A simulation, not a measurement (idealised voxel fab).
The document below concerns the process module designated voxel capacitor over wiring.
This is section cut - it's 175 nm across, gridded in 5 nm square cells.
Square cells in a grid make up a cross-section in this document, and the grid is given as bands, listed from the top down, each one or more rows of cells. First you get the band's top height and its bottom height, in nm, and then the materials it's made of, left to right, with each width in nm. If you see a single material with "edge to edge", that one covers the band edge to edge. "blank" is empty space. Basically, 0 is our baseline, since under it the wafer straight out of the box is all one material. The bottom band has no lower end and keeps on going down, so it looks like "z 0 and below". Width spec "30 to 40" -> top row of cells at first value, bottom row at second value, equal per-row change in between. You'll sometimes find "no alteration" written for a step, and that's the way of saying that nowhere in the cross-section did a cell change during that step. "Cavities, sealed" contains a list of empty spaces, each no smaller than 8 cells and without an open way to the top, written in the form width x height at distance with the distance from the left edge and all three in nm. Formally, on a step line, whatever follows the settings is a remark that the simulator itself makes on the step. overlay nm: mask right of planned place by this much (step with mask). Neg. = left.

-- The steps planned for the process are as follows
1,RECEIVE | material Si
2,CONFORMAL_DEP | material SiO2 | thk nm 15
3,CONFORMAL_DEP | material SiCN | thk nm 5
4,DIRECTIONAL_DEP | material SiO2 | thk nm 15
5,PATTERN | tone open | mask id METAL_1 | material resist | width nm 25 | pitch nm 80 | thk nm 20 | overlay nm 0
6,DIRECTIONAL_ETCH | etch materials SiO2 | depth nm 15
7,DIRECTIONAL_ETCH | etch materials SiCN | depth nm 5
8,STRIP | etch materials resist
9,CONFORMAL_DEP | material TiN | thk nm 5
10,FILL_DEP | material W | thk nm 10
11,CMP | height nm 35
12,CONFORMAL_DEP | material SiCN | thk nm 5
13,DIRECTIONAL_DEP | material lowk | thk nm 20
14,DIRECTIONAL_DEP | material aC | thk nm 15
15,PATTERN | tone open | mask id PLUG_1 | material resist | width nm 15 | thk nm 35 | overlay nm 0
16,DIRECTIONAL_ETCH | etch materials aC | depth nm 15
17,STRIP | etch materials resist
18,DIRECTIONAL_ETCH | etch materials lowk | depth nm 20
19,DIRECTIONAL_ETCH | etch materials SiCN | depth nm 5
20,STRIP | etch materials aC
21,EPI | material Ru | thk nm 10
22,EPI | material Ru | thk nm 10
23,EPI | material Ru | thk nm 5
24,DIRECTIONAL_DEP | material TiN | thk nm 10
25,DIRECTIONAL_DEP | material Al2O3 | thk nm 5
26,DIRECTIONAL_DEP | material TiN | thk nm 5
27,PATTERN | tone cover | mask id UPPER_PLATE | material resist | width nm 60 | thk nm 20 | overlay nm 0
28,DIRECTIONAL_ETCH | etch materials TiN | depth nm 5
29,DIRECTIONAL_ETCH | etch materials Al2O3 | depth nm 5
30,STRIP | etch materials resist
31,DIRECTIONAL_DEP | material aC | thk nm 10
32,PATTERN | tone cover | mask id LOWER_PLATE | material resist | width nm 70 | thk nm 30 | overlay nm 0
33,DIRECTIONAL_ETCH | etch materials aC | depth nm 10
34,STRIP | etch materials resist
35,DIRECTIONAL_ETCH | etch materials TiN | depth nm 10
36,STRIP | etch materials aC
37,FILL_DEP | material SiO2 | thk nm 20
38,CMP | height nm 95
39,MASKED_ETCH | tone open | mask id PLUG_2 | width nm 15 | etch materials SiO2 | depth nm 15 | overlay nm 0
40,CONFORMAL_DEP | material TiN | thk nm 5
41,FILL_DEP | material Ru | thk nm 5
42,CMP | height nm 95
43,CONFORMAL_DEP | material SiCN | thk nm 5

-- Cross-section of the wafer upon arrival, representing the state reached after step 1
> z 0 and below: Si edge to edge
> Cavities, sealed: none

-- Cross-section: first of two wafers, module finished, run according to plan
> z 100 to 95: SiCN edge to edge
> z 95 to 85: SiO2=55 | TiN=5 | Ru=5 | TiN=5 | SiO2=105
> z 85 to 75: SiO2=55 to 45 | TiN=15 to 60 | SiO2=105 to 70
> z 75 to 70: SiO2=45 | Al2O3=60 | SiO2=70
> z 70 to 60: SiO2=40 | TiN=70 | SiO2=65
> z 60 to 40: lowk=45 | Ru=15 | lowk=115
> z 40 to 35: SiCN=45 | Ru=15 | SiCN=115
> z 35 to 20: SiO2=35 | TiN=5 | W=15 | TiN=5 | SiO2=55 | TiN=5 | W=15 | TiN=5 | SiO2=35
> z 20 to 15: SiCN=35 | TiN=25 | SiCN=55 | TiN=25 | SiCN=35
> z 15 to 0: SiO2 edge to edge
> z 0 and below: Si edge to edge
> Cavities, sealed: none

-- Here is the second of the two wafers cut open at the end of the module - same start, same plan as the first one, but we made one mistake running it
> z 100 to 95: SiCN edge to edge
> z 95 to 85: SiO2=55 to 45 | TiN=15 to 25 | SiO2=105
> z 85 to 80: SiO2=45 | Al2O3=25 | SiO2=105
> z 80 to 75: SiO2=40 | TiN=65 | SiO2=70
> z 75 to 70: SiO2=40 | TiN=30 | Al2O3=35 | SiO2=70
> z 70 to 60: SiO2=35 | Ru=35 | TiN=40 | SiO2=65
> z 60 to 40: lowk=45 | Ru=15 | lowk=115
> z 40 to 35: SiCN=45 | Ru=15 | SiCN=115
> z 35 to 20: SiO2=35 | TiN=5 | W=15 | TiN=5 | SiO2=55 | TiN=5 | W=15 | TiN=5 | SiO2=35
> z 20 to 15: SiCN=35 | TiN=25 | SiCN=55 | TiN=25 | SiCN=35
> z 15 to 0: SiO2 edge to edge
> z 0 and below: Si edge to edge
> Cavities, sealed: none
Deviation from plan: one step among the identical steps 21 and 22 was executed twice; it cannot be established which
Wafer comparison, final, in cells, second relative to first, materials more or fewer: +12 Ru, -8 SiO2, -4 TiN
